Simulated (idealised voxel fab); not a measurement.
process module | voxel gate over fins
cross-section cut | 250 nm wide | cells 5 nm
A cross-section is a grid of square cells, given in bands from the top down. A band is one or more rows of cells.
Each band's line starts with the height of the band's top and of its bottom, in nm. Then come its materials from left to right, each with its width in nm. One material with "throughout" fills the band from edge to edge. "air" is empty space.
Height 0 is the level under which the wafer as received is all one material. The lowest band goes on downwards, as in "0 down".
A width such as "30 to 40" changes by the same amount from each row of cells to the next, from the band's top row to its bottom row.
"no change" after a step means that no cell of the cross-section changed.
closed voids: empty space of 8 cells or more with no open way to the top, each as width x height at its distance from the left edge, in nm
after a step's settings: what the simulator itself notes on the step
overlay nm, on a step with a mask: how far to the right of its planned place the mask lay; to the left if negative
plan
1 op RECEIVE | material Si
2 op CONFORMAL_DEP | material SiN | thk nm 10
3 op PATTERN | tone cover | mask id FINS | material resist | width nm 15 | pitch nm 50 | thk nm 20 | overlay nm 0
4 op DIRECTIONAL_ETCH | etch materials SiN | depth nm 10
5 op DIRECTIONAL_ETCH | etch materials Si | depth nm 30
6 op STRIP | etch materials resist
7 op FILL_DEP | material SiO2 | thk nm 5
8 op CMP | height nm 10
9 op MASKED_ETCH | tone open | mask id RAIL | width nm 15 | etch materials SiO2 | depth nm 35 | overlay nm 0
10 op CONFORMAL_DEP | material TiN | thk nm 5
11 op FILL_DEP | material W | thk nm 10
12 op CMP | height nm 10
13 op SELECTIVE_ETCH | etch materials W Ru TiN | depth nm 30
14 op FILL_DEP | material SiO2 | thk nm 5
15 op CMP | height nm 10
16 op SELECTIVE_ETCH | etch materials SiO2 | depth nm 25
17 op STRIP | etch materials SiN
18 op CONFORMAL_DEP | material HfO2 | thk nm 5
19 op CONFORMAL_DEP | material TiN | thk nm 5
20 op CONFORMAL_DEP | material TiAl | thk nm 5
21 op CONFORMAL_DEP | material TiN | thk nm 5
22 op FILL_DEP | material W | thk nm 15
23 op CMP | height nm 30
24 op CONFORMAL_DEP | material SiCN | thk nm 5
first wafer, as planned
as received, after step 1
  0 down: Si throughout
  closed voids: none
after step 2
  10 to 0: SiN throughout
  below 0: unchanged
after step 3
  30 to 10: air 65 | resist 15 | air 35 | resist 15 | air 35 | resist 15 | air 70
  below 10: unchanged
after step 4
  30 to 10: air 65 | resist 15 | air 35 | resist 15 | air 35 | resist 15 | air 70
  10 to 0: air 65 | SiN 15 | air 35 | SiN 15 | air 35 | SiN 15 | air 70
  below 0: unchanged
after step 5
  30 to 10: air 65 | resist 15 | air 35 | resist 15 | air 35 | resist 15 | air 70
  10 to 0: air 65 | SiN 15 | air 35 | SiN 15 | air 35 | SiN 15 | air 70
  0 to -30: air 65 | Si 15 | air 35 | Si 15 | air 35 | Si 15 | air 70
  below -30: unchanged
after step 6
  10 to 0: air 65 | SiN 15 | air 35 | SiN 15 | air 35 | SiN 15 | air 70
  below 0: unchanged
after step 7
  15 to 10: SiO2 throughout
  10 to 0: SiO2 65 | SiN 15 | SiO2 35 | SiN 15 | SiO2 35 | SiN 15 | SiO2 70
  0 to -30: SiO2 65 | Si 15 | SiO2 35 | Si 15 | SiO2 35 | Si 15 | SiO2 70
  below -30: unchanged
after step 8
  10 to 0: SiO2 65 | SiN 15 | SiO2 35 | SiN 15 | SiO2 35 | SiN 15 | SiO2 70
  below 0: unchanged
after step 9
  10 to 0: SiO2 65 | SiN 15 | SiO2 10 | air 15 | SiO2 10 | SiN 15 | SiO2 35 | SiN 15 | SiO2 70
  0 to -25: SiO2 65 | Si 15 | SiO2 10 | air 15 | SiO2 10 | Si 15 | SiO2 35 | Si 15 | SiO2 70
  below -25: unchanged
after step 10
  15 to 10: TiN 95 | air 5 | TiN 150
  10 to 0: SiO2 65 | SiN 15 | SiO2 10 | TiN 5 | air 5 | TiN 5 | SiO2 10 | SiN 15 | SiO2 35 | SiN 15 | SiO2 70
  0 to -20: SiO2 65 | Si 15 | SiO2 10 | TiN 5 | air 5 | TiN 5 | SiO2 10 | Si 15 | SiO2 35 | Si 15 | SiO2 70
  -20 to -25: SiO2 65 | Si 15 | SiO2 10 | TiN 15 | SiO2 10 | Si 15 | SiO2 35 | Si 15 | SiO2 70
  below -25: unchanged
after step 11
  25 to 15: W throughout
  15 to 10: TiN 95 | W 5 | TiN 150
  10 to 0: SiO2 65 | SiN 15 | SiO2 10 | TiN 5 | W 5 | TiN 5 | SiO2 10 | SiN 15 | SiO2 35 | SiN 15 | SiO2 70
  0 to -20: SiO2 65 | Si 15 | SiO2 10 | TiN 5 | W 5 | TiN 5 | SiO2 10 | Si 15 | SiO2 35 | Si 15 | SiO2 70
  below -20: unchanged
after step 12
  10 to 0: SiO2 65 | SiN 15 | SiO2 10 | TiN 5 | W 5 | TiN 5 | SiO2 10 | SiN 15 | SiO2 35 | SiN 15 | SiO2 70
  below 0: unchanged
after step 13
  10 to 0: SiO2 65 | SiN 15 | SiO2 10 | air 15 | SiO2 10 | SiN 15 | SiO2 35 | SiN 15 | SiO2 70
  0 to -20: SiO2 65 | Si 15 | SiO2 10 | air 15 | SiO2 10 | Si 15 | SiO2 35 | Si 15 | SiO2 70
  below -20: unchanged
after step 14
  15 to 10: SiO2 throughout
  10 to 0: SiO2 65 | SiN 15 | SiO2 35 | SiN 15 | SiO2 35 | SiN 15 | SiO2 70
  0 to -20: SiO2 65 | Si 15 | SiO2 35 | Si 15 | SiO2 35 | Si 15 | SiO2 70
  below -20: unchanged
after step 15
  10 to 0: SiO2 65 | SiN 15 | SiO2 35 | SiN 15 | SiO2 35 | SiN 15 | SiO2 70
  below 0: unchanged
after step 16
  10 to 0: air 65 | SiN 15 | air 35 | SiN 15 | air 35 | SiN 15 | air 70
  0 to -15: air 65 | Si 15 | air 35 | Si 15 | air 35 | Si 15 | air 70
  below -15: unchanged
after step 17
  0 to -15: air 65 | Si 15 | air 35 | Si 15 | air 35 | Si 15 | air 70
  below -15: unchanged
after step 18
  5 to 0: air 60 | HfO2 25 | air 25 | HfO2 25 | air 25 | HfO2 25 | air 65
  0 to -10: air 60 | HfO2 5 | Si 15 | HfO2 5 | air 25 | HfO2 5 | Si 15 | HfO2 5 | air 25 | HfO2 5 | Si 15 | HfO2 5 | air 65
  -10 to -15: HfO2 65 | Si 15 | HfO2 35 | Si 15 | HfO2 35 | Si 15 | HfO2 70
  below -15: unchanged
after step 19
  10 to 5: air 55 | TiN 35 | air 15 | TiN 35 | air 15 | TiN 35 | air 60
  5 to 0: air 55 | TiN 5 | HfO2 25 | TiN 5 | air 15 | TiN 5 | HfO2 25 | TiN 5 | air 15 | TiN 5 | HfO2 25 | TiN 5 | air 60
  0 to -5: air 55 | TiN 5 | HfO2 5 | Si 15 | HfO2 5 | TiN 5 | air 15 | TiN 5 | HfO2 5 | Si 15 | HfO2 5 | TiN 5 | air 15 | TiN 5 | HfO2 5 | Si 15 | HfO2 5 | TiN 5 | air 60
  -5 to -10: TiN 60 | HfO2 5 | Si 15 | HfO2 5 | TiN 25 | HfO2 5 | Si 15 | HfO2 5 | TiN 25 | HfO2 5 | Si 15 | HfO2 5 | TiN 65
  below -10: unchanged
after step 20
  15 to 10: air 50 | TiAl 45 | air 5 | TiAl 45 | air 5 | TiAl 45 | air 55
  10 to 5: air 50 | TiAl 5 | TiN 35 | TiAl 5 | air 5 | TiAl 5 | TiN 35 | TiAl 5 | air 5 | TiAl 5 | TiN 35 | TiAl 5 | air 55
  5 to 0: air 50 | TiAl 5 | TiN 5 | HfO2 25 | TiN 5 | TiAl 5 | air 5 | TiAl 5 | TiN 5 | HfO2 25 | TiN 5 | TiAl 5 | air 5 | TiAl 5 | TiN 5 | HfO2 25 | TiN 5 | TiAl 5 | air 55
  0 to -5: TiAl 55 | TiN 5 | HfO2 5 | Si 15 | HfO2 5 | TiN 5 | TiAl 15 | TiN 5 | HfO2 5 | Si 15 | HfO2 5 | TiN 5 | TiAl 15 | TiN 5 | HfO2 5 | Si 15 | HfO2 5 | TiN 5 | TiAl 60
  below -5: unchanged
after step 21
  20 to 15: air 45 | TiN 155 | air 50
  15 to 10: air 45 | TiN 5 | TiAl 45 | TiN 5 | TiAl 45 | TiN 5 | TiAl 45 | TiN 5 | air 50
  10 to 5: air 45 | TiN 5 | TiAl 5 | TiN 35 | TiAl 5 | TiN 5 | TiAl 5 | TiN 35 | TiAl 5 | TiN 5 | TiAl 5 | TiN 35 | TiAl 5 | TiN 5 | air 50
  5 to 0: TiN 50 | TiAl 5 | TiN 5 | HfO2 25 | TiN 5 | TiAl 5 | TiN 5 | TiAl 5 | TiN 5 | HfO2 25 | TiN 5 | TiAl 5 | TiN 5 | TiAl 5 | TiN 5 | HfO2 25 | TiN 5 | TiAl 5 | TiN 55
  below 0: unchanged
after step 22
  35 to 20: W throughout
  20 to 15: W 45 | TiN 155 | W 50
  15 to 10: W 45 | TiN 5 | TiAl 45 | TiN 5 | TiAl 45 | TiN 5 | TiAl 45 | TiN 5 | W 50
  10 to 5: W 45 | TiN 5 | TiAl 5 | TiN 35 | TiAl 5 | TiN 5 | TiAl 5 | TiN 35 | TiAl 5 | TiN 5 | TiAl 5 | TiN 35 | TiAl 5 | TiN 5 | W 50
  below 5: unchanged
after step 23
  30 to 20: W throughout
  below 20: unchanged
after step 24
  35 to 30: SiCN throughout
  below 30: unchanged
second wafer: like start, like plan, one mistake. Through step 8 it matches the first wafer
when step 9 should have ended
  10 to 0: SiO2 65 | SiN 15 | SiO2 10 | air 20 | SiO2 5 | SiN 15 | SiO2 35 | SiN 15 | SiO2 70
  0 to -25: SiO2 65 | Si 15 | SiO2 10 | air 20 | SiO2 5 | Si 15 | SiO2 35 | Si 15 | SiO2 70
  below -25: unchanged
when step 10 should have ended
  15 to 10: TiN 95 | air 10 | TiN 145
  10 to 0: SiO2 65 | SiN 15 | SiO2 10 | TiN 5 | air 10 | TiN 5 | SiO2 5 | SiN 15 | SiO2 35 | SiN 15 | SiO2 70
  0 to -20: SiO2 65 | Si 15 | SiO2 10 | TiN 5 | air 10 | TiN 5 | SiO2 5 | Si 15 | SiO2 35 | Si 15 | SiO2 70
  -20 to -25: SiO2 65 | Si 15 | SiO2 10 | TiN 20 | SiO2 5 | Si 15 | SiO2 35 | Si 15 | SiO2 70
  below -25: unchanged
when step 11 should have ended
  25 to 15: W throughout
  15 to 10: TiN 95 | W 10 | TiN 145
  10 to 0: SiO2 65 | SiN 15 | SiO2 10 | TiN 5 | W 10 | TiN 5 | SiO2 5 | SiN 15 | SiO2 35 | SiN 15 | SiO2 70
  0 to -20: SiO2 65 | Si 15 | SiO2 10 | TiN 5 | W 10 | TiN 5 | SiO2 5 | Si 15 | SiO2 35 | Si 15 | SiO2 70
  below -20: unchanged
when step 12 should have ended
  10 to 0: SiO2 65 | SiN 15 | SiO2 10 | TiN 5 | W 10 | TiN 5 | SiO2 5 | SiN 15 | SiO2 35 | SiN 15 | SiO2 70
  below 0: unchanged
when step 13 should have ended
  10 to 0: SiO2 65 | SiN 15 | SiO2 10 | air 20 | SiO2 5 | SiN 15 | SiO2 35 | SiN 15 | SiO2 70
  0 to -20: SiO2 65 | Si 15 | SiO2 10 | air 20 | SiO2 5 | Si 15 | SiO2 35 | Si 15 | SiO2 70
  below -20: unchanged
when step 14 should have ended
  15 to 10: SiO2 throughout
  10 to 0: SiO2 65 | SiN 15 | SiO2 35 | SiN 15 | SiO2 35 | SiN 15 | SiO2 70
  0 to -20: SiO2 65 | Si 15 | SiO2 35 | Si 15 | SiO2 35 | Si 15 | SiO2 70
  below -20: unchanged
when step 15 should have ended
  10 to 0: SiO2 65 | SiN 15 | SiO2 35 | SiN 15 | SiO2 35 | SiN 15 | SiO2 70
  below 0: unchanged
when step 16 should have ended
  10 to 0: air 65 | SiN 15 | air 35 | SiN 15 | air 35 | SiN 15 | air 70
  0 to -15: air 65 | Si 15 | air 35 | Si 15 | air 35 | Si 15 | air 70
  below -15: unchanged
when step 17 should have ended
  0 to -15: air 65 | Si 15 | air 35 | Si 15 | air 35 | Si 15 | air 70
  below -15: unchanged
when step 18 should have ended
  5 to 0: air 60 | HfO2 25 | air 25 | HfO2 25 | air 25 | HfO2 25 | air 65
  0 to -10: air 60 | HfO2 5 | Si 15 | HfO2 5 | air 25 | HfO2 5 | Si 15 | HfO2 5 | air 25 | HfO2 5 | Si 15 | HfO2 5 | air 65
  -10 to -15: HfO2 65 | Si 15 | HfO2 35 | Si 15 | HfO2 35 | Si 15 | HfO2 70
  below -15: unchanged
when step 19 should have ended
  10 to 5: air 55 | TiN 35 | air 15 | TiN 35 | air 15 | TiN 35 | air 60
  5 to 0: air 55 | TiN 5 | HfO2 25 | TiN 5 | air 15 | TiN 5 | HfO2 25 | TiN 5 | air 15 | TiN 5 | HfO2 25 | TiN 5 | air 60
  0 to -5: air 55 | TiN 5 | HfO2 5 | Si 15 | HfO2 5 | TiN 5 | air 15 | TiN 5 | HfO2 5 | Si 15 | HfO2 5 | TiN 5 | air 15 | TiN 5 | HfO2 5 | Si 15 | HfO2 5 | TiN 5 | air 60
  -5 to -10: TiN 60 | HfO2 5 | Si 15 | HfO2 5 | TiN 25 | HfO2 5 | Si 15 | HfO2 5 | TiN 25 | HfO2 5 | Si 15 | HfO2 5 | TiN 65
  below -10: unchanged
when step 20 should have ended
  15 to 10: air 50 | TiAl 45 | air 5 | TiAl 45 | air 5 | TiAl 45 | air 55
  10 to 5: air 50 | TiAl 5 | TiN 35 | TiAl 5 | air 5 | TiAl 5 | TiN 35 | TiAl 5 | air 5 | TiAl 5 | TiN 35 | TiAl 5 | air 55
  5 to 0: air 50 | TiAl 5 | TiN 5 | HfO2 25 | TiN 5 | TiAl 5 | air 5 | TiAl 5 | TiN 5 | HfO2 25 | TiN 5 | TiAl 5 | air 5 | TiAl 5 | TiN 5 | HfO2 25 | TiN 5 | TiAl 5 | air 55
  0 to -5: TiAl 55 | TiN 5 | HfO2 5 | Si 15 | HfO2 5 | TiN 5 | TiAl 15 | TiN 5 | HfO2 5 | Si 15 | HfO2 5 | TiN 5 | TiAl 15 | TiN 5 | HfO2 5 | Si 15 | HfO2 5 | TiN 5 | TiAl 60
  below -5: unchanged
when step 21 should have ended
  20 to 15: air 45 | TiN 155 | air 50
  15 to 10: air 45 | TiN 5 | TiAl 45 | TiN 5 | TiAl 45 | TiN 5 | TiAl 45 | TiN 5 | air 50
  10 to 5: air 45 | TiN 5 | TiAl 5 | TiN 35 | TiAl 5 | TiN 5 | TiAl 5 | TiN 35 | TiAl 5 | TiN 5 | TiAl 5 | TiN 35 | TiAl 5 | TiN 5 | air 50
  5 to 0: TiN 50 | TiAl 5 | TiN 5 | HfO2 25 | TiN 5 | TiAl 5 | TiN 5 | TiAl 5 | TiN 5 | HfO2 25 | TiN 5 | TiAl 5 | TiN 5 | TiAl 5 | TiN 5 | HfO2 25 | TiN 5 | TiAl 5 | TiN 55
  below 0: unchanged
when step 22 should have ended
  35 to 20: W throughout
  20 to 15: W 45 | TiN 155 | W 50
  15 to 10: W 45 | TiN 5 | TiAl 45 | TiN 5 | TiAl 45 | TiN 5 | TiAl 45 | TiN 5 | W 50
  10 to 5: W 45 | TiN 5 | TiAl 5 | TiN 35 | TiAl 5 | TiN 5 | TiAl 5 | TiN 35 | TiAl 5 | TiN 5 | TiAl 5 | TiN 35 | TiAl 5 | TiN 5 | W 50
  below 5: unchanged
when step 23 should have ended
  30 to 20: W throughout
  below 20: unchanged
when step 24 should have ended
  35 to 30: SiCN throughout
  below 30: unchanged
what went wrong: step 9 ran as: op MASKED_ETCH | tone open | mask id RAIL | width nm 20 | etch materials SiO2 | depth nm 35 | overlay nm 0
at the end the second wafer has, in cells: 1 fewer of SiO2 | 1 more of TiN
